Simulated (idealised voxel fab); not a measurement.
process module | voxel transistor to metal
cross-section cut | 170 nm wide | cells 5 nm
A cross-section is a grid of square cells, given in bands from the top down. A band is one or more rows of cells.
Each band's line starts with the height of the band's top and of its bottom, in nm. Then come its materials from left to right, each with its width in nm. One material with "throughout" fills the band from edge to edge. "air" is empty space.
Height 0 is the level under which the wafer as received is all one material. The lowest band goes on downwards, as in "0 down".
A width such as "30 to 40" changes by the same amount from each row of cells to the next, from the band's top row to its bottom row.
"no change" after a step means that no cell of the cross-section changed.
closed voids: empty space of 8 cells or more with no open way to the top, each as width x height at its distance from the left edge, in nm
after a step's settings: what the simulator itself notes on the step
overlay nm, on a step with a mask: how far to the right of its planned place the mask lay; to the left if negative
plan
1 op RECEIVE | material Si
2 op OXIDIZE | depth nm 5
3 op CONFORMAL_DEP | material SiN | thk nm 10
4 op MASKED_ETCH | tone cover | mask id ACTIVE | width nm 110 | etch materials SiN | depth nm 10 | overlay nm 0
5 op MASKED_ETCH | tone cover | mask id ACTIVE | width nm 110 | etch materials SiO2 | depth nm 5 | overlay nm -15
6 op MASKED_ETCH | tone cover | mask id ACTIVE | width nm 110 | etch materials Si | depth nm 20 | overlay nm 0
7 op OXIDIZE | depth nm 5
8 op FILL_DEP | material SiO2 | thk nm 15
9 op CMP | height nm 10
10 op SELECTIVE_ETCH | etch materials SiO2 | depth nm 10
11 op STRIP | etch materials SiN
12 op SELECTIVE_ETCH | etch materials SiO2 | depth nm 5
13 op OXIDIZE | depth nm 5
14 op DIRECTIONAL_DEP | material polySi | thk nm 20
15 op DIRECTIONAL_DEP | material SiCN | thk nm 10
16 op DIRECTIONAL_DEP | material aC | thk nm 15
17 op PATTERN | tone cover | mask id GATE | material resist | width nm 30 | thk nm 35 | overlay nm 0
18 op DIRECTIONAL_ETCH | etch materials aC | depth nm 15
19 op STRIP | etch materials resist
20 op DIRECTIONAL_ETCH | etch materials SiCN | depth nm 20
21 op DIRECTIONAL_ETCH | etch materials polySi | depth nm 30
22 op STRIP | etch materials aC
23 op CONFORMAL_DEP | material SiO2 | thk nm 5
24 op DIRECTIONAL_ETCH | etch materials SiO2 | depth nm 5
25 op CONFORMAL_DEP | material SiN | thk nm 5
26 op DIRECTIONAL_ETCH | etch materials SiN | depth nm 5
27 op DIRECTIONAL_ETCH | etch materials SiO2 | depth nm 5
28 op DIRECTIONAL_ETCH | etch materials Si | depth nm 10
29 op EPI | material SiGe | thk nm 15
30 op FILL_DEP | material SiO2 | thk nm 10
31 op CMP | height nm 15
32 op STRIP | etch materials polySi
33 op SELECTIVE_ETCH | etch materials SiO2 | depth nm 5
34 op CONFORMAL_DEP | material HfO2 | thk nm 5
35 op CONFORMAL_DEP | material TiN | thk nm 5
36 op FILL_DEP | material W | thk nm 5
37 op CMP | height nm 10
38 op DIRECTIONAL_DEP | material SiO2 | thk nm 10
39 op MASKED_ETCH | tone open | mask id CONTACT | width nm 20 | pitch nm 80 | etch materials SiO2 | depth nm 25 | overlay nm 0
40 op CONFORMAL_DEP | material TiN | thk nm 5
41 op FILL_DEP | material W | thk nm 10
42 op CMP | height nm 20
43 op DIRECTIONAL_DEP | material TiN | thk nm 5
44 op DIRECTIONAL_DEP | material W | thk nm 20
45 op PATTERN | tone cover | mask id METAL_1 | material resist | width nm 20 | pitch nm 80 | thk nm 20 | overlay nm 0
46 op DIRECTIONAL_ETCH | etch materials W | depth nm 20
47 op DIRECTIONAL_ETCH | etch materials TiN | depth nm 5
48 op STRIP | etch materials resist
49 op CONFORMAL_DEP | material SiN | thk nm 5
50 op FILL_DEP | material lowk | thk nm 10
51 op CMP | height nm 45
52 op CONFORMAL_DEP | material SiN | thk nm 5
varied across the wafers: overlay nm of step 5. The plan shows the first wafer's value. All wafers start alike
first wafer as received, after step 1
  0 down: Si throughout
  closed voids: none
first wafer at the end, after step 52
  50 to 45: SiN throughout
  45 to 25: lowk 30 | SiN 5 | W 20 | SiN 5 | lowk 50 | SiN 5 | W 20 | SiN 5 | lowk 30
  25 to 20: SiN 35 | TiN 20 | SiN 60 | TiN 20 | SiN 35
  20 to 10: SiO2 35 | TiN 5 | W 10 | TiN 5 | SiO2 60 | TiN 5 | W 10 | TiN 5 | SiO2 35
  10 to 5: SiO2 35 | TiN 20 | SiO2 5 | SiN 5 | HfO2 5 | TiN 5 | W 20 | TiN 5 | HfO2 5 | SiN 5 | SiO2 5 | TiN 20 | SiO2 35
  5 to 0: SiO2 35 | TiN 10 | SiGe 15 | SiN 5 | HfO2 5 | TiN 5 | W 20 | TiN 5 | HfO2 5 | SiN 5 | SiGe 15 | TiN 10 | SiO2 35
  0 to -5: SiO2 35 | TiN 10 | SiGe 15 | SiN 5 | HfO2 5 | TiN 30 | HfO2 5 | SiN 5 | SiGe 15 | TiN 10 | SiO2 35
  -5 to -10: SiO2 15 | SiGe 45 | SiO2 5 | HfO2 40 | SiO2 5 | SiGe 30 | SiO2 30
  -10 to -20: SiO2 20 | SiGe 40 | Si 50 | SiGe 25 | SiO2 35
  -20 to -30: SiO2 20 | Si 115 | SiO2 35
  -30 down: Si throughout
  closed voids: none
last wafer at the end
  50 to 45: SiN throughout
  45 to 25: lowk 30 | SiN 5 | W 20 | SiN 5 | lowk 50 | SiN 5 | W 20 | SiN 5 | lowk 30
  25 to 20: SiN 35 | TiN 20 | SiN 60 | TiN 20 | SiN 35
  20 to 10: SiO2 35 | TiN 5 | W 10 | TiN 5 | SiO2 60 | TiN 5 | W 10 | TiN 5 | SiO2 35
  10 to 5: SiO2 35 | TiN 20 | SiO2 5 | SiN 5 | HfO2 5 | TiN 5 | W 20 | TiN 5 | HfO2 5 | SiN 5 | SiO2 5 | TiN 20 | SiO2 35
  5 to 0: SiO2 35 | TiN 10 | SiGe 15 | SiN 5 | HfO2 5 | TiN 5 | W 20 | TiN 5 | HfO2 5 | SiN 5 | SiGe 15 | TiN 10 | SiO2 35
  0 to -5: SiO2 35 | TiN 10 | SiGe 15 | SiN 5 | HfO2 5 | TiN 30 | HfO2 5 | SiN 5 | SiGe 15 | TiN 10 | SiO2 35
  -5 to -10: SiO2 30 | SiGe 30 | SiO2 5 | HfO2 40 | SiO2 5 | SiGe 45 | SiO2 15
  -10 to -20: SiO2 35 | SiGe 25 | Si 50 | SiGe 40 | SiO2 20
  -20 to -30: SiO2 35 | Si 115 | SiO2 20
  -30 down: Si throughout
  closed voids: none
each wafer at the end: cells of each material gained (+) or lost (-) since it was received, then its closed voids
overlay nm -15 | +14 HfO2 | -138 Si | +53 SiGe | +82 SiN | +151 SiO2 | +42 TiN | +48 W | +88 lowk | closed voids: none
overlay nm -10 | +14 HfO2 | -140 Si | +50 SiGe | +82 SiN | +156 SiO2 | +42 TiN | +48 W | +88 lowk | closed voids: none
overlay nm -5 | +14 HfO2 | -142 Si | +47 SiGe | +82 SiN | +161 SiO2 | +42 TiN | +48 W | +88 lowk | closed voids: none
overlay nm 0 | +14 HfO2 | -144 Si | +44 SiGe | +82 SiN | +166 SiO2 | +42 TiN | +48 W | +88 lowk | closed voids: none
overlay nm 5 | +14 HfO2 | -142 Si | +47 SiGe | +82 SiN | +161 SiO2 | +42 TiN | +48 W | +88 lowk | closed voids: none
overlay nm 10 | +14 HfO2 | -140 Si | +50 SiGe | +82 SiN | +156 SiO2 | +42 TiN | +48 W | +88 lowk | closed voids: none
overlay nm 15 | +14 HfO2 | -138 Si | +53 SiGe | +82 SiN | +151 SiO2 | +42 TiN | +48 W | +88 lowk | closed voids: none
